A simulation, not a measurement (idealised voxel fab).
The following process module bears the name voxel released beams.
Cross-section cut: width 250 nm, square cells of 5 nm.
A cross-section in this document is a grid of square cells, and it is written down as bands, the top band listed before the ones below it; a band is made up of one or more rows of cells. Basically the band line says how high the top is and how high the bottom is, in nm, and then what's in it from left to right, every material with its width in nm. Empty space shows up as "blank", and if a single material carries "all across" it runs the full band edge to edge. Measure heights from 0. That's the level where, below it, the as-received wafer is all one material. The lowest band is bottomless and extends downward; write it as in "0 and below". With a width like "30->40", each row of cells in the band differs from the next by the same amount, the top row carrying the first number and the bottom row the second. When a step is marked "remained the same", none of the cells in the cross-section changed during that step. Listed in "Closed void entries": every empty space of 8 or more cells without an open way to the top. Form: width x height at distance, the distance being from the left edge, all in nm. Step line, after settings: the simulator's comment on this step. For masked steps, "overlay nm" on the step line gives how far right of plan the mask actually lay; a minus sign means it lay to the left.
Process steps - plan
1,RECEIVE [material Si]
2,CONFORMAL_DEP [material Al2O3] [thk nm 10]
3,DIRECTIONAL_DEP [material SiO2] [thk nm 20]
4,DIRECTIONAL_DEP [material aC] [thk nm 15]
5,PATTERN [tone open] [mask id ANCHOR] [material resist] [width nm 30] [thk nm 35] [overlay nm 0]
6,DIRECTIONAL_ETCH [etch materials aC] [depth nm 15]
7,STRIP [etch materials resist]
8,DIRECTIONAL_ETCH [etch materials SiO2] [depth nm 20]
9,STRIP [etch materials aC]
10,CONFORMAL_DEP [material W] [thk nm 10]
11,DIRECTIONAL_DEP [material aC] [thk nm 10]
12,PATTERN [tone cover] [mask id BEAM] [material resist] [width nm 90] [thk nm 25] [overlay nm 0]
13,DIRECTIONAL_ETCH [etch materials aC] [depth nm 10]
14,STRIP [etch materials resist]
15,DIRECTIONAL_ETCH [etch materials W] [depth nm 10]
16,STRIP [etch materials aC]
17,STRIP [etch materials SiO2]
What follows covers the first of two wafers; it ran as planned
Wafer at receipt (post step 1), cross-section
	0 and below  Si all across
	Closed void entries: none
Sectional view: wafer, after step 2
	10 down to 0  Al2O3 all across
	Everything under 0 stays put, no change at all.
Sectional view: wafer, after step 3
	30 down to 10  SiO2 all across
	Everything under 10 stays put, no change at all.
Sectional view: wafer, after step 4
	45 down to 30  aC all across
	Everything under 30 stays put, no change at all.
Sectional view: wafer, after step 5
	80 down to 45  80 nm resist; 30 nm blank; 140 nm resist
	Everything under 45 stays put, no change at all.
Sectional view: wafer, after step 6
	65 down to 45  80 nm resist; 30 nm blank; 140 nm resist
	45 down to 30  80 nm aC; 30 nm blank; 140 nm aC
	Everything under 30 stays put, no change at all.
Sectional view: wafer, after step 7
	45 down to 30  80 nm aC; 30 nm blank; 140 nm aC
	Everything under 30 stays put, no change at all.
Sectional view: wafer, after step 8
	45 down to 30  80 nm aC; 30 nm blank; 140 nm aC
	30 down to 10  80 nm SiO2; 30 nm blank; 140 nm SiO2
	Everything under 10 stays put, no change at all.
Sectional view: wafer, after step 9
	30 down to 10  80 nm SiO2; 30 nm blank; 140 nm SiO2
	Everything under 10 stays put, no change at all.
Sectional view: wafer, after step 10
	40 down to 30  90 nm W; 10 nm blank; 150 nm W
	30 down to 20  80 nm SiO2; 10 nm W; 10 nm blank; 10 nm W; 140 nm SiO2
	20 down to 10  80 nm SiO2; 30 nm W; 140 nm SiO2
	Everything under 10 stays put, no change at all.
Sectional view: wafer, after step 11
	50 down to 40  90 nm aC; 10 nm blank; 150 nm aC
	40 down to 30  90 nm W; 10 nm blank; 150 nm W
	30 down to 20  80 nm SiO2; 10 nm W; 10 nm aC; 10 nm W; 140 nm SiO2
	Everything under 20 stays put, no change at all.
Sectional view: wafer, after step 12
	75 down to 50  75 nm blank; 90 nm resist; 85 nm blank
	50 down to 40  90 nm aC; 10 nm resist; 150 nm aC
	40 down to 30  90 nm W; 10 nm resist; 150 nm W
	Everything under 30 stays put, no change at all.
Sectional view: wafer, after step 13
	65 down to 50  75 nm blank; 90 nm resist; 85 nm blank
	50 down to 40  75 nm blank; 15 nm aC; 10 nm resist; 65 nm aC; 85 nm blank
	Everything under 40 stays put, no change at all.
Sectional view: wafer, after step 14
	50 down to 40  75 nm blank; 15 nm aC; 10 nm blank; 65 nm aC; 85 nm blank
	40 down to 30  90 nm W; 10 nm blank; 150 nm W
	Everything under 30 stays put, no change at all.
Sectional view: wafer, after step 15
	50 down to 40  75 nm blank; 15 nm aC; 10 nm blank; 65 nm aC; 85 nm blank
	40 down to 30  75 nm blank; 15 nm W; 10 nm blank; 65 nm W; 85 nm blank
	Everything under 30 stays put, no change at all.
Sectional view: wafer, after step 16
	40 down to 30  75 nm blank; 15 nm W; 10 nm blank; 65 nm W; 85 nm blank
	30 down to 20  80 nm SiO2; 10 nm W; 10 nm blank; 10 nm W; 140 nm SiO2
	Everything under 20 stays put, no change at all.
Sectional view: wafer, after step 17
	40 down to 30  75 nm blank; 15 nm W; 10 nm blank; 65 nm W; 85 nm blank
	30 down to 20  80 nm blank; 10 nm W; 10 nm blank; 10 nm W; 140 nm blank
	20 down to 10  80 nm blank; 30 nm W; 140 nm blank
	Everything under 10 stays put, no change at all.
For the second wafer, take the first wafer's start and plan, then add one mistake made in running it; everything through step 2, that step included, is shared with the first
Second wafer shown in cross-section at the time step 3 was slated to end
	30 down to 0  Al2O3 all across
	Everything under 0 stays put, no change at all.
Second wafer shown in cross-section at the time step 4 was slated to end
	45 down to 30  aC all across
	Everything under 30 stays put, no change at all.
Second wafer shown in cross-section at the time step 5 was slated to end
	80 down to 45  80 nm resist; 30 nm blank; 140 nm resist
	Everything under 45 stays put, no change at all.
Second wafer shown in cross-section at the time step 6 was slated to end
	65 down to 45  80 nm resist; 30 nm blank; 140 nm resist
	45 down to 30  80 nm aC; 30 nm blank; 140 nm aC
	Everything under 30 stays put, no change at all.
Second wafer shown in cross-section at the time step 7 was slated to end
	45 down to 30  80 nm aC; 30 nm blank; 140 nm aC
	Everything under 30 stays put, no change at all.
Second wafer shown in cross-section at the time step 8 was slated to end: remained the same
Second wafer shown in cross-section at the time step 9 was slated to end
	30 down to 0  Al2O3 all across
	Everything under 0 stays put, no change at all.
Second wafer shown in cross-section at the time step 10 was slated to end
	40 down to 30  W all across
	Everything under 30 stays put, no change at all.
Second wafer shown in cross-section at the time step 11 was slated to end
	50 down to 40  aC all across
	Everything under 40 stays put, no change at all.
Second wafer shown in cross-section at the time step 12 was slated to end
	75 down to 50  75 nm blank; 90 nm resist; 85 nm blank
	Everything under 50 stays put, no change at all.
Second wafer shown in cross-section at the time step 13 was slated to end
	65 down to 50  75 nm blank; 90 nm resist; 85 nm blank
	50 down to 40  75 nm blank; 90 nm aC; 85 nm blank
	Everything under 40 stays put, no change at all.
Second wafer shown in cross-section at the time step 14 was slated to end
	50 down to 40  75 nm blank; 90 nm aC; 85 nm blank
	Everything under 40 stays put, no change at all.
Second wafer shown in cross-section at the time step 15 was slated to end
	50 down to 40  75 nm blank; 90 nm aC; 85 nm blank
	40 down to 30  75 nm blank; 90 nm W; 85 nm blank
	Everything under 30 stays put, no change at all.
Second wafer shown in cross-section at the time step 16 was slated to end
	40 down to 30  75 nm blank; 90 nm W; 85 nm blank
	Everything under 30 stays put, no change at all.
Second wafer shown in cross-section at the time step 17 was slated to end: remained the same
Here's what went sideways: note that step 3 departed from the planned setting and was carried out as DIRECTIONAL_DEP [material Al2O3] [thk nm 20]
Materials where the second wafer ends with more or fewer cells than the first: Al2O3: 200 more, W: 16 fewer
